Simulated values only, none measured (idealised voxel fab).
Name of the process module below: voxel transistor to metal
cross-section cut | 270 nm wide | cells 5 nm
A cross-section is a grid of square cells, given in bands from the top down. A band is one or more rows of cells. The band entry comprises the height of the band's top followed by the height of its bottom, expressed in nm, and subsequently the band's materials from left to right, each stated together with its width in nm. Where a single material is marked with the word "all across", that material fills the band from edge to edge. The word "empty" represents empty space. Below 0: as-received wafer, all one material; heights counted from there. Lowest band: no bottom, goes on down, written "from 0 down". Width spec "30..40" -> top row of cells at first value, bottom row at second value, equal per-row change in between. Where the words "nothing got changed" appear for a step, the cross-section shows no cell changed by that step; every cell remained as before. Entry "Trapped voids". Content: empty spaces with no open connection to the top, size 8 cells or greater. Each: width x height at distance. Distance: from left edge. Unit: nm. On a step's line, text after the settings is the simulator commenting on that step. Steps that use a mask can have "overlay nm" on their line. It says how far the mask sat to the right of where it was meant to be. Negative means to the left.
-- Planned process steps
1 op RECEIVE | material Si
2 op OXIDIZE | depth nm 5
3 op CONFORMAL_DEP | material SiN | thk nm 15
4 op DIRECTIONAL_DEP | material aC | thk nm 10
5 op PATTERN | tone cover | mask id ACTIVE | material resist | width nm 105 | pitch nm 135 | thk nm 30 | overlay nm 0
6 op DIRECTIONAL_ETCH | etch materials aC | depth nm 10
7 op STRIP | etch materials resist
8 op DIRECTIONAL_ETCH | etch materials SiN | depth nm 15
9 op DIRECTIONAL_ETCH | etch materials SiO2 | depth nm 5
10 op DIRECTIONAL_ETCH | etch materials Si | depth nm 35
11 op STRIP | etch materials aC
12 op OXIDIZE | depth nm 5
13 op FILL_DEP | material SiO2 | thk nm 15
14 op CMP | height nm 15
15 op SELECTIVE_ETCH | etch materials SiO2 | depth nm 15
16 op STRIP | etch materials SiN
17 op SELECTIVE_ETCH | etch materials SiO2 | depth nm 5
18 op OXIDIZE | depth nm 5
19 op DIRECTIONAL_DEP | material polySi | thk nm 25
20 op DIRECTIONAL_DEP | material SiCN | thk nm 10
21 op PATTERN | tone cover | mask id GATE | material resist | width nm 25 | pitch nm 135 | thk nm 15 | overlay nm 0
22 op DIRECTIONAL_ETCH | etch materials SiCN | depth nm 20
23 op DIRECTIONAL_ETCH | etch materials polySi | depth nm 35
24 op STRIP | etch materials resist
25 op CONFORMAL_DEP | material SiO2 | thk nm 5
26 op DIRECTIONAL_ETCH | etch materials SiO2 | depth nm 5
27 op CONFORMAL_DEP | material SiN | thk nm 5
28 op DIRECTIONAL_ETCH | etch materials SiN | depth nm 5
29 op DIRECTIONAL_ETCH | etch materials SiO2 | depth nm 5
30 op DIRECTIONAL_ETCH | etch materials Si | depth nm 10
31 op EPI | material pSi | thk nm 15
32 op FILL_DEP | material SiO2 | thk nm 5
33 op CMP | height nm 30
34 op DIRECTIONAL_DEP | material SiO2 | thk nm 10
35 op MASKED_ETCH | tone open | mask id CONTACT | width nm 15 | etch materials SiO2 | depth nm 45 | overlay nm 0
36 op CONFORMAL_DEP | material TiN | thk nm 5
37 op FILL_DEP | material W | thk nm 10
38 op CMP | height nm 40
39 op DIRECTIONAL_DEP | material TiN | thk nm 5
40 op DIRECTIONAL_DEP | material W | thk nm 25
41 op PATTERN | tone cover | mask id METAL_1 | material resist | width nm 15 | thk nm 20 | overlay nm 0
42 op DIRECTIONAL_ETCH | etch materials W | depth nm 25
43 op DIRECTIONAL_ETCH | etch materials TiN | depth nm 5
44 op STRIP | etch materials resist
45 op CONFORMAL_DEP | material SiCN | thk nm 5
46 op FILL_DEP | material SiO2 | thk nm 5
47 op CMP | height nm 70
48 op CONFORMAL_DEP | material SiCN | thk nm 5
Across this set of wafers, the varied parameter is the width nm of step 35. Starting conditions are identical for every wafer, and the plan reports the value assigned to the first wafer.
-- After step 1, as received: first of several wafers, cross-section
	from 0 down  Si all across
	Trapped voids: none
-- Module end state after final step 48: cross-section of the first of several wafers
	from 75 to 70  SiCN all across
	from 70 to 45  15 SiO2 / 5 SiCN / 15 W / 5 SiCN / 55 SiO2 / 5 SiCN / 15 W / 5 SiCN / 30 SiO2 / 5 SiCN / 15 W / 5 SiCN / 55 SiO2 / 5 SiCN / 15 W / 5 SiCN / 15 SiO2
	from 45 to 40  20 SiCN / 15 TiN / 65 SiCN / 15 TiN / 40 SiCN / 15 TiN / 65 SiCN / 15 TiN / 20 SiCN
	from 40 to 30  20 SiO2 / 5 TiN / 5 W / 5 TiN / 65 SiO2 / 5 TiN / 5 W / 5 TiN / 40 SiO2 / 5 TiN / 5 W / 5 TiN / 65 SiO2 / 5 TiN / 5 W / 5 TiN / 20 SiO2
	from 30 to 20  20 SiO2 / 5 TiN / 5 W / 5 TiN / 10 SiO2 / 5 SiN / 5 SiO2 / 25 SiCN / 5 SiO2 / 5 SiN / 10 SiO2 / 5 TiN / 5 W / 5 TiN / 40 SiO2 / 5 TiN / 5 W / 5 TiN / 10 SiO2 / 5 SiN / 5 SiO2 / 25 SiCN / 5 SiO2 / 5 SiN / 10 SiO2 / 5 TiN / 5 W / 5 TiN / 20 SiO2
	from 20 to 10  20 SiO2 / 5 TiN / 5 W / 5 TiN / 10 SiO2 / 5 SiN / 5 SiO2 / 25 polySi / 5 SiO2 / 5 SiN / 10 SiO2 / 5 TiN / 5 W / 5 TiN / 40 SiO2 / 5 TiN / 5 W / 5 TiN / 10 SiO2 / 5 SiN / 5 SiO2 / 25 polySi / 5 SiO2 / 5 SiN / 10 SiO2 / 5 TiN / 5 W / 5 TiN / 20 SiO2
	from 10 to 5  20 SiO2 / 15 TiN / 10 SiO2 / 5 SiN / 5 SiO2 / 25 polySi / 5 SiO2 / 5 SiN / 10 SiO2 / 15 TiN / 40 SiO2 / 15 TiN / 10 SiO2 / 5 SiN / 5 SiO2 / 25 polySi / 5 SiO2 / 5 SiN / 10 SiO2 / 15 TiN / 20 SiO2
	from 5 to -5  20 SiO2 / 10 TiN / 15 pSi / 5 SiN / 5 SiO2 / 25 polySi / 5 SiO2 / 5 SiN / 15 pSi / 10 TiN / 40 SiO2 / 10 TiN / 15 pSi / 5 SiN / 5 SiO2 / 25 polySi / 5 SiO2 / 5 SiN / 15 pSi / 10 TiN / 20 SiO2
	from -5 to -10  15 SiO2 / 30 pSi / 45 SiO2 / 30 pSi / 30 SiO2 / 30 pSi / 45 SiO2 / 30 pSi / 15 SiO2
	from -10 to -20  20 SiO2 / 25 pSi / 45 Si / 25 pSi / 40 SiO2 / 25 pSi / 45 Si / 25 pSi / 20 SiO2
	from -20 to -45  20 SiO2 / 95 Si / 40 SiO2 / 95 Si / 20 SiO2
	from -45 down  Si all across
	Trapped voids: none
-- Cross-section, last wafer, module completion
	from 75 to 70  SiCN all across
	from 70 to 45  15 SiO2 / 5 SiCN / 15 W / 5 SiCN / 55 SiO2 / 5 SiCN / 15 W / 5 SiCN / 30 SiO2 / 5 SiCN / 15 W / 5 SiCN / 55 SiO2 / 5 SiCN / 15 W / 5 SiCN / 15 SiO2
	from 45 to 40  20 SiCN / 15 TiN / 65 SiCN / 15 TiN / 40 SiCN / 15 TiN / 65 SiCN / 15 TiN / 20 SiCN
	from 40 to 30  15 SiO2 / 5 TiN / 15 W / 5 TiN / 55 SiO2 / 5 TiN / 15 W / 5 TiN / 30 SiO2 / 5 TiN / 15 W / 5 TiN / 55 SiO2 / 5 TiN / 15 W / 5 TiN / 15 SiO2
	from 30 to 20  15 SiO2 / 5 TiN / 15 W / 5 TiN / 5 SiO2 / 5 SiN / 5 SiO2 / 25 SiCN / 5 SiO2 / 5 SiN / 5 SiO2 / 5 TiN / 15 W / 5 TiN / 30 SiO2 / 5 TiN / 15 W / 5 TiN / 5 SiO2 / 5 SiN / 5 SiO2 / 25 SiCN / 5 SiO2 / 5 SiN / 5 SiO2 / 5 TiN / 15 W / 5 TiN / 15 SiO2
	from 20 to 10  15 SiO2 / 5 TiN / 15 W / 5 TiN / 5 SiO2 / 5 SiN / 5 SiO2 / 25 polySi / 5 SiO2 / 5 SiN / 5 SiO2 / 5 TiN / 15 W / 5 TiN / 30 SiO2 / 5 TiN / 15 W / 5 TiN / 5 SiO2 / 5 SiN / 5 SiO2 / 25 polySi / 5 SiO2 / 5 SiN / 5 SiO2 / 5 TiN / 15 W / 5 TiN / 15 SiO2
	from 10 to 5  15 SiO2 / 5 TiN / 5 W / 15 TiN / 5 SiO2 / 5 SiN / 5 SiO2 / 25 polySi / 5 SiO2 / 5 SiN / 5 SiO2 / 15 TiN / 5 W / 5 TiN / 30 SiO2 / 5 TiN / 5 W / 15 TiN / 5 SiO2 / 5 SiN / 5 SiO2 / 25 polySi / 5 SiO2 / 5 SiN / 5 SiO2 / 15 TiN / 5 W / 5 TiN / 15 SiO2
	from 5 to 0  15 SiO2 / 5 TiN / 5 W / 5 TiN / 15 pSi / 5 SiN / 5 SiO2 / 25 polySi / 5 SiO2 / 5 SiN / 15 pSi / 5 TiN / 5 W / 5 TiN / 30 SiO2 / 5 TiN / 5 W / 5 TiN / 15 pSi / 5 SiN / 5 SiO2 / 25 polySi / 5 SiO2 / 5 SiN / 15 pSi / 5 TiN / 5 W / 5 TiN / 15 SiO2
	from 0 to -5  15 SiO2 / 15 TiN / 15 pSi / 5 SiN / 5 SiO2 / 25 polySi / 5 SiO2 / 5 SiN / 15 pSi / 15 TiN / 30 SiO2 / 15 TiN / 15 pSi / 5 SiN / 5 SiO2 / 25 polySi / 5 SiO2 / 5 SiN / 15 pSi / 15 TiN / 15 SiO2
	from -5 to -10  15 SiO2 / 30 pSi / 45 SiO2 / 30 pSi / 30 SiO2 / 30 pSi / 45 SiO2 / 30 pSi / 15 SiO2
	from -10 to -20  20 SiO2 / 25 pSi / 45 Si / 25 pSi / 40 SiO2 / 25 pSi / 45 Si / 25 pSi / 20 SiO2
	from -20 to -45  20 SiO2 / 95 Si / 40 SiO2 / 95 Si / 20 SiO2
	from -45 down  Si all across
	Trapped voids: none
-- Wafer rows, end of module: cells per material gained (+) or lost (-) since receipt; closed voids last
width nm 15 | -260 Si | +156 SiCN | +28 SiN | +576 SiO2 | +88 TiN | +84 W | +88 pSi | +50 polySi | Trapped voids: none
width nm 20 | -260 Si | +156 SiCN | +28 SiN | +544 SiO2 | +92 TiN | +112 W | +88 pSi | +50 polySi | Trapped voids: none
width nm 25 | -260 Si | +156 SiCN | +28 SiN | +512 SiO2 | +96 TiN | +140 W | +88 pSi | +50 polySi | Trapped voids: none
